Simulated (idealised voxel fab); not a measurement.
The process module that follows is named voxel tone inversion.
The width of the displayed cross-section, cut, is 205 nm; its cells are square, with a size of 5 nm.
Cross-section layout: square cells on a grid; listed as bands, top to bottom; a band spans one or more cell rows. This entry defines a band. It first specifies the height of the band's top and the height of its bottom in nm, and then specifies the band's materials from left to right, stating each material with its width in nm. The word "all across" identifies a single material that fills the band from edge to edge, while the word "air" identifies empty space. Heights from 0 (as-received wafer is one material below). Bottom band endless downward, as "top 0, no bottom". When a width is written as two numbers, as in "30 to 40", the first number is the width in the top row of cells of the band and the second is the width in its bottom row, and the width changes by the same amount from each row to the next. No cell of the cross-section changed in a step that is given as "no alterations made". "Closed empty spaces": sealed empty spaces, 8 cells or more, no open way to top, listed width x height at distance, with distance from the left edge and width, height and distance in nm. Text after the settings on a step's line: the simulator's own remark on that step. Each step line may optionally specify "overlay nm", which for a step with a mask gives the rightward distance between the mask's planned place and where it lay, a negative value indicating the leftward direction.

This section lists the process steps that were planned
1,RECEIVE [material Si]
2,CONFORMAL_DEP [material SiCN] [thk nm 5]
3,DIRECTIONAL_DEP [material aC] [thk nm 25]
4,PATTERN [tone cover] [mask id POSTS] [material resist] [width nm 25] [pitch nm 40] [thk nm 35] [overlay nm -15]
5,DIRECTIONAL_ETCH [etch materials aC] [depth nm 25]
6,STRIP [etch materials resist]
7,FILL_DEP [material lowk] [thk nm 10]
8,CMP [height nm 30]
9,STRIP [etch materials aC]
10,CONFORMAL_DEP [material TiN] [thk nm 5]
11,FILL_DEP [material Cu] [thk nm 5]
12,CMP [height nm 30]
13,CONFORMAL_DEP [material SiN] [thk nm 5]
For clarity, it should be stated that the wafers under discussion commence in an identical condition and differ with respect to the overlay nm of step 4, the plan indicating the value that the first wafer had.

first wafer as received, after step 1
    top 0, no bottom | Si all across
    Closed empty spaces: none

Per-wafer rows below. For each material: cells gained (+) or lost (-) since the wafer was received, as of end of module. Then: closed voids
overlay nm -15; +48 Cu; +41 SiCN; +41 SiN; +52 TiN; +105 lowk; Closed empty spaces: none
overlay nm -10; +48 Cu; +41 SiCN; +41 SiN; +52 TiN; +105 lowk; Closed empty spaces: none
overlay nm -5; +48 Cu; +41 SiCN; +41 SiN; +52 TiN; +105 lowk; Closed empty spaces: none
overlay nm 0; +48 Cu; +41 SiCN; +41 SiN; +52 TiN; +105 lowk; Closed empty spaces: none
overlay nm 5; +48 Cu; +41 SiCN; +41 SiN; +52 TiN; +105 lowk; Closed empty spaces: none
overlay nm 10; +48 Cu; +41 SiCN; +41 SiN; +52 TiN; +105 lowk; Closed empty spaces: none
overlay nm 15; +48 Cu; +41 SiCN; +41 SiN; +52 TiN; +105 lowk; Closed empty spaces: none
